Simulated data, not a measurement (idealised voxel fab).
The process module presented herein is designated voxel fin reveal.
The cross-section shown here is cut; it is 275 nm wide and divided into square cells measuring 5 nm on a side.
Think of the cross-section as a grid of square cells. We describe it in bands, top to bottom, and each band covers one or more rows of those cells.
Look at the band entry: it leads with the top's height and the bottom's height in nm. Then it lists the materials left to right, with a width in nm for each. The word "all across" on a single material says that material fills the band edge to edge. The word "empty" is empty space.
Heights from 0 (as-received wafer is one material below). Bottom band endless downward, as "0..down".
Width "30->40": first value at the band's top row of cells, second value at its bottom row, equal change from row to row.
A step reported as "stayed the same" is a step in which no cell of the cross-section changed.
"Closed void register" means: voids of 8 cells or more that are shut off from the top with no open way through. Written width x height at distance, distance from the left edge, in nm.
The remark found on a step's line after its settings is issued by the simulator itself and pertains to that step.
overlay nm: on a step with a mask, how far right of its planned place the mask lay; negative means left.
THESE ARE THE STEPS WE PLANNED FOR THE PROCESS
step 1: RECEIVE: material Si
step 2: CONFORMAL_DEP: material SiN, thk nm 5
step 3: MASKED_ETCH: tone cover, mask id FINS, width nm 15, pitch nm 40, etch materials SiN, depth nm 5, overlay nm 0
step 4: MASKED_ETCH: tone cover, mask id FINS, width nm 15, pitch nm 40, etch materials Si, depth nm 30, overlay nm -15
step 5: OXIDIZE: depth nm 5
step 6: FILL_DEP: material SiO2, thk nm 15
step 7: CMP: height nm 5
step 8: SELECTIVE_ETCH: etch materials SiO2, depth nm 15
step 9: STRIP: etch materials SiN
step 10: CONFORMAL_DEP: material SiO2, thk nm 5
Don't read the plan's overlay nm for step 4 as applying to every wafer: that's the first wafer's value, and the wafers differ in it, though they all start identical.
THE FIRST OF SEVERAL WAFERS AS RECEIVED, SHOWN IN CROSS-SECTION; THIS IS ITS STATE AFTER STEP 1
0..down | Si all across
Closed void register: none
THE CROSS-SECTION OF THE FIRST OF SEVERAL WAFERS IS GIVEN BELOW FOR THE END OF THE MODULE, AFTER ITS FINAL STEP, STEP 10
5..0 | 110 empty; 15 SiO2; 25 empty; 15 SiO2; 110 empty
0..-5 | 95 empty; 20 SiO2; 5 Si; 5 SiO2; 10 empty; 20 SiO2; 5 Si; 5 SiO2; 110 empty
-5..-35 | 100 SiO2; 20 Si; 20 SiO2; 20 Si; 115 SiO2
-35..down | Si all across
Closed void register: none
MODULE END, FINAL WAFER: CROSS-SECTION
5..0 | 110 empty; 15 SiO2; 25 empty; 15 SiO2; 110 empty
0..-5 | 110 empty; 5 SiO2; 5 Si; 20 SiO2; 10 empty; 5 SiO2; 5 Si; 20 SiO2; 95 empty
-5..-35 | 115 SiO2; 20 Si; 20 SiO2; 20 Si; 100 SiO2
-35..down | Si all across
Closed void register: none
PER WAFER (ROW), END OF MODULE: DELTA IN CELLS PER MATERIAL SINCE RECEIPT, (+) FOR GAINED, (-) FOR LOST; CLOSED VOIDS AFTER THAT
overlay nm -15 | -335 Si | +298 SiO2 | Closed void register: none
overlay nm -10 | -347 Si | +308 SiO2 | Closed void register: none
overlay nm -5 | -359 Si | +318 SiO2 | Closed void register: none
overlay nm 0 | -371 Si | +328 SiO2 | Closed void register: none
overlay nm 5 | -359 Si | +318 SiO2 | Closed void register: none
overlay nm 10 | -347 Si | +308 SiO2 | Closed void register: none
overlay nm 15 | -335 Si | +298 SiO2 | Closed void register: none
